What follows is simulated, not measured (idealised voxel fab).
Presented below is a process module, voxel tone inversion.
Shown is cross-section cut, with a width of 230 nm and square cells of size 5 nm.
The cross-sections in this document take the form of a grid made of square cells. They are written out as bands, in order from top to bottom. Each band consists of one or more rows of cells.
In this notation a band is specified by the heights of its top and bottom, in that order and in nm, after which its materials appear from left to right, each paired with its width in nm. The word "throughout" attached to a single material means that material fills the band from edge to edge; the word "empty" stands for empty space.
Where do heights start? At 0: under that level the wafer as delivered is made of one material only. And the lowest band has no floor; it just carries on downward, as in "top 0, no bottom".
Read "30..40" as a graded width: first number on top, second number at the bottom, same change between each pair of neighbouring rows.
When a step is marked "remains unaltered", none of the cells in the cross-section changed during that step.
"Fully sealed voids": sealed empty spaces, 8 cells or more, no open way to top, listed width x height at distance, with distance from the left edge and width, height and distance in nm.
Read whatever lies past the settings on a step's line as the simulator's own remark about the step.
The setting "overlay nm" may be written on the line of a step. When the step uses a mask, the value reports how far to the right of the planned place the mask lay, and a negative value reports that it lay to the left.

# Listed below are the process steps as planned
- 1: RECEIVE: material Si
- 2: CONFORMAL_DEP: material SiCN, thk nm 10
- 3: DIRECTIONAL_DEP: material polySi, thk nm 20
- 4: PATTERN: tone cover, mask id POSTS, material resist, width nm 15, pitch nm 40, thk nm 30, overlay nm 0
- 5: DIRECTIONAL_ETCH: etch materials polySi, depth nm 20
- 6: STRIP: etch materials resist
- 7: FILL_DEP: material lowk, thk nm 10
- 8: CMP: height nm 30
- 9: STRIP: etch materials polySi
- 10: CONFORMAL_DEP: material TiN, thk nm 5
- 11: FILL_DEP: material Ru, thk nm 10
- 12: CMP: height nm 30
- 13: CONFORMAL_DEP: material SiN, thk nm 5

# First of two wafers, processed according to plan

# Incoming wafer, cross-sectional view, post step 1
* top 0, no bottom  Si throughout
* Fully sealed voids: none

# So this is the wafer cross-section right after step 2
* top 10, bottom 0  SiCN throughout
* At heights below 0, the structure remains unaltered.

# So this is the wafer cross-section right after step 3
* top 30, bottom 10  polySi throughout
* At heights below 10, the structure remains unaltered.

# So this is the wafer cross-section right after step 4
* top 60, bottom 30  empty=65  resist=15  empty=25  resist=15  empty=25  resist=15  empty=70
* At heights below 30, the structure remains unaltered.

# So this is the wafer cross-section right after step 5
* top 60, bottom 30  empty=65  resist=15  empty=25  resist=15  empty=25  resist=15  empty=70
* top 30, bottom 10  empty=65  polySi=15  empty=25  polySi=15  empty=25  polySi=15  empty=70
* At heights below 10, the structure remains unaltered.

# So this is the wafer cross-section right after step 6
* top 30, bottom 10  empty=65  polySi=15  empty=25  polySi=15  empty=25  polySi=15  empty=70
* At heights below 10, the structure remains unaltered.

# So this is the wafer cross-section right after step 7
* top 40, bottom 30  lowk throughout
* top 30, bottom 10  lowk=65  polySi=15  lowk=25  polySi=15  lowk=25  polySi=15  lowk=70
* At heights below 10, the structure remains unaltered.

# So this is the wafer cross-section right after step 8
* top 30, bottom 10  lowk=65  polySi=15  lowk=25  polySi=15  lowk=25  polySi=15  lowk=70
* At heights below 10, the structure remains unaltered.

# So this is the wafer cross-section right after step 9
* top 30, bottom 10  lowk=65  empty=15  lowk=25  empty=15  lowk=25  empty=15  lowk=70
* At heights below 10, the structure remains unaltered.

# So this is the wafer cross-section right after step 10
* top 35, bottom 30  TiN=70  empty=5  TiN=35  empty=5  TiN=35  empty=5  TiN=75
* top 30, bottom 15  lowk=65  TiN=5  empty=5  TiN=5  lowk=25  TiN=5  empty=5  TiN=5  lowk=25  TiN=5  empty=5  TiN=5  lowk=70
* top 15, bottom 10  lowk=65  TiN=15  lowk=25  TiN=15  lowk=25  TiN=15  lowk=70
* At heights below 10, the structure remains unaltered.

# So this is the wafer cross-section right after step 11
* top 45, bottom 35  Ru throughout
* top 35, bottom 30  TiN=70  Ru=5  TiN=35  Ru=5  TiN=35  Ru=5  TiN=75
* top 30, bottom 15  lowk=65  TiN=5  Ru=5  TiN=5  lowk=25  TiN=5  Ru=5  TiN=5  lowk=25  TiN=5  Ru=5  TiN=5  lowk=70
* At heights below 15, the structure remains unaltered.

# So this is the wafer cross-section right after step 12
* top 30, bottom 15  lowk=65  TiN=5  Ru=5  TiN=5  lowk=25  TiN=5  Ru=5  TiN=5  lowk=25  TiN=5  Ru=5  TiN=5  lowk=70
* At heights below 15, the structure remains unaltered.

# So this is the wafer cross-section right after step 13
* top 35, bottom 30  SiN throughout
* At heights below 30, the structure remains unaltered.

# second wafer: like start, like plan, one mistake. Through step 10 it matches the first wafer

# Look at the second wafer in cross-section at the time step 11 ought to have finished
* top 45, bottom 35  SiCN throughout
* top 35, bottom 30  TiN=70  SiCN=5  TiN=35  SiCN=5  TiN=35  SiCN=5  TiN=75
* top 30, bottom 15  lowk=65  TiN=5  SiCN=5  TiN=5  lowk=25  TiN=5  SiCN=5  TiN=5  lowk=25  TiN=5  SiCN=5  TiN=5  lowk=70
* At heights below 15, the structure remains unaltered.

# Look at the second wafer in cross-section at the time step 12 ought to have finished
* top 30, bottom 15  lowk=65  TiN=5  SiCN=5  TiN=5  lowk=25  TiN=5  SiCN=5  TiN=5  lowk=25  TiN=5  SiCN=5  TiN=5  lowk=70
* At heights below 15, the structure remains unaltered.

# Look at the second wafer in cross-section at the time step 13 ought to have finished
* top 35, bottom 30  SiN throughout
* At heights below 30, the structure remains unaltered.
Which mistake was made when the wafer was run? step 11 ran as: FILL_DEP: material SiCN, thk nm 10
Looking at both finished wafers in cells, the second ends up ahead of or behind the first on some materials: -9 Ru; +9 SiCN
